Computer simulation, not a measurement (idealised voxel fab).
Process module in this document: voxel wiring stack
In the cross-section labelled cut, the width is 205 nm and each square cell is 5 nm.
Cross-sections here: square-cell grids, written as top-down lists of bands, a band being one or more rows of cells.
Top height, bottom height, nm. Materials left to right, width each, nm. Single material + "throughout" = fills band edge to edge. "air" = empty.
Heights are expressed relative to 0, this being the level below which the as-received wafer comprises one material exclusively. The lowest band is unbounded in the downward direction and is denoted as in "0 nm and below".
The notation "30..40" denotes a width that varies across the rows of cells in the band, beginning at the first number in the top row, finishing at the second number in the bottom row, and changing by an identical amount from each row to the next.
The cross-section has no changed cell in any step marked "no modifications".
"Entrapped void list" enumerates empty spaces isolated from the top, with no open way to it, that contain at least 8 cells, giving each as width x height at distance from the left edge, all three in nm.
On a step's line, text after the settings is the simulator commenting on that step.
overlay nm, on a step with a mask: how far to the right of its planned place the mask lay; to the left if negative

LISTED BELOW ARE THE PROCESS STEPS AS PLANNED
1,RECEIVE [material Si]
2,CONFORMAL_DEP [material SiO2] [thk nm 15]
3,DIRECTIONAL_DEP [material TiN] [thk nm 5]
4,DIRECTIONAL_DEP [material W] [thk nm 20]
5,PATTERN [tone cover] [mask id METAL_1] [material resist] [width nm 30] [pitch nm 45] [thk nm 15] [overlay nm 0]
6,DIRECTIONAL_ETCH [etch materials W] [depth nm 20]
7,DIRECTIONAL_ETCH [etch materials TiN] [depth nm 5]
8,STRIP [etch materials resist]
9,FILL_DEP [material lowk] [thk nm 10]
10,CMP [height nm 40]
11,CONFORMAL_DEP [material SiCN] [thk nm 5]
12,DIRECTIONAL_DEP [material lowk] [thk nm 15]
13,DIRECTIONAL_DEP [material aC] [thk nm 15]
14,PATTERN [tone open] [mask id PLUG_1] [material resist] [width nm 15] [pitch nm 45] [thk nm 30] [overlay nm 0]
15,DIRECTIONAL_ETCH [etch materials aC] [depth nm 15]
16,STRIP [etch materials resist]
17,DIRECTIONAL_ETCH [etch materials lowk] [depth nm 15]
18,DIRECTIONAL_ETCH [etch materials SiCN] [depth nm 5]
19,STRIP [etch materials aC]
20,EPI [material Ru] [thk nm 10]
21,EPI [material Ru] [thk nm 10]
22,DIRECTIONAL_DEP [material TiN] [thk nm 5]
23,DIRECTIONAL_DEP [material Ru] [thk nm 25]
24,PATTERN [tone cover] [mask id METAL_2] [material resist] [width nm 30] [pitch nm 45] [thk nm 15] [overlay nm 0]
25,DIRECTIONAL_ETCH [etch materials Ru] [depth nm 25]
26,DIRECTIONAL_ETCH [etch materials TiN] [depth nm 5]
27,STRIP [etch materials resist]
28,FILL_DEP [material SiO2] [thk nm 10]
29,CMP [height nm 90]
30,CONFORMAL_DEP [material SiCN] [thk nm 5]
31,DIRECTIONAL_DEP [material SiO2] [thk nm 15]
32,DIRECTIONAL_DEP [material aC] [thk nm 15]
33,PATTERN [tone open] [mask id PLUG_2] [material resist] [width nm 15] [pitch nm 90] [thk nm 35] [overlay nm 0]
34,DIRECTIONAL_ETCH [etch materials aC] [depth nm 15]
35,STRIP [etch materials resist]
36,DIRECTIONAL_ETCH [etch materials SiO2] [depth nm 15]
37,DIRECTIONAL_ETCH [etch materials SiCN] [depth nm 5]
38,STRIP [etch materials aC]
39,CONFORMAL_DEP [material TiN] [thk nm 5]
40,FILL_DEP [material Ru] [thk nm 5]
41,CMP [height nm 110]
42,DIRECTIONAL_DEP [material TiN] [thk nm 5]
43,DIRECTIONAL_DEP [material Ru] [thk nm 15]
44,MASKED_ETCH [tone cover] [mask id METAL_3] [width nm 30] [pitch nm 45] [etch materials Ru] [depth nm 15] [overlay nm 0]
45,MASKED_ETCH [tone cover] [mask id METAL_3] [width nm 30] [pitch nm 45] [etch materials TiN] [depth nm 5] [overlay nm 0]
46,CONFORMAL_DEP [material SiCN] [thk nm 5]
47,FILL_DEP [material SiO2] [thk nm 5]
48,CMP [height nm 130]
49,CONFORMAL_DEP [material SiN] [thk nm 5]

THIS IS THE CROSS-SECTION OF THE WAFER AS WE RECEIVED IT, I.E. AFTER STEP 1
  0 nm and below: Si throughout
  Entrapped void list: none

THE MODULE WAS RUN FROM THE START SHOWN ABOVE USING THE PLAN SHOWN ABOVE, BUT ONE MISTAKE WAS MADE DOING IT; THE RESULTING WAFER CROSS-SECTION IS BELOW
  135 nm to 130 nm: SiN throughout
  130 nm to 115 nm: SiO2: 15, then SiCN: 5, then Ru: 30, then SiCN: 5, then SiO2: 5, then SiCN: 5, then Ru: 30, then SiCN: 5, then SiO2: 5, then SiCN: 5, then Ru: 30, then SiCN: 5, then SiO2: 5, then SiCN: 5, then Ru: 30, then SiCN: 5, then SiO2: 15
  115 nm to 110 nm: SiCN: 20, then TiN: 30, then SiCN: 15, then TiN: 30, then SiCN: 15, then TiN: 30, then SiCN: 15, then TiN: 30, then SiCN: 20
  110 nm to 95 nm: SiO2: 20, then TiN: 5, then Ru: 5, then TiN: 5, then SiO2: 75, then TiN: 5, then Ru: 5, then TiN: 5, then SiO2: 80
  95 nm to 90 nm: SiCN: 20, then TiN: 15, then SiCN: 75, then TiN: 15, then SiCN: 80
  90 nm to 70 nm: SiO2: 35, then Ru: 15, then SiO2: 30, then Ru: 15, then SiO2: 30, then Ru: 15, then SiO2: 30, then Ru: 15, then SiO2: 20
  70 nm to 65 nm: SiO2: 20, then Ru: 30, then SiO2: 15, then Ru: 30, then SiO2: 15, then Ru: 30, then SiO2: 15, then Ru: 30, then SiO2: 20
  65 nm to 60 nm: SiO2: 20, then Ru: 15, then TiN: 15, then SiO2: 15, then Ru: 15, then TiN: 15, then SiO2: 15, then Ru: 15, then TiN: 15, then SiO2: 15, then Ru: 15, then TiN: 15, then SiO2: 20
  60 nm to 45 nm: lowk: 20, then Ru: 15, then lowk: 30, then Ru: 15, then lowk: 30, then Ru: 15, then lowk: 30, then Ru: 15, then lowk: 35
  45 nm to 40 nm: SiCN: 20, then TiN: 15, then SiCN: 30, then TiN: 15, then SiCN: 30, then TiN: 15, then SiCN: 30, then TiN: 15, then SiCN: 35
  40 nm to 35 nm: lowk throughout
  35 nm to 15 nm: lowk: 20, then W: 30, then lowk: 15, then W: 30, then lowk: 15, then W: 30, then lowk: 15, then W: 30, then lowk: 20
  15 nm to 0 nm: SiO2 throughout
  0 nm and below: Si throughout
  Entrapped void list: none
What went wrong in running the wafer? skipped: plan step 3 (never run)
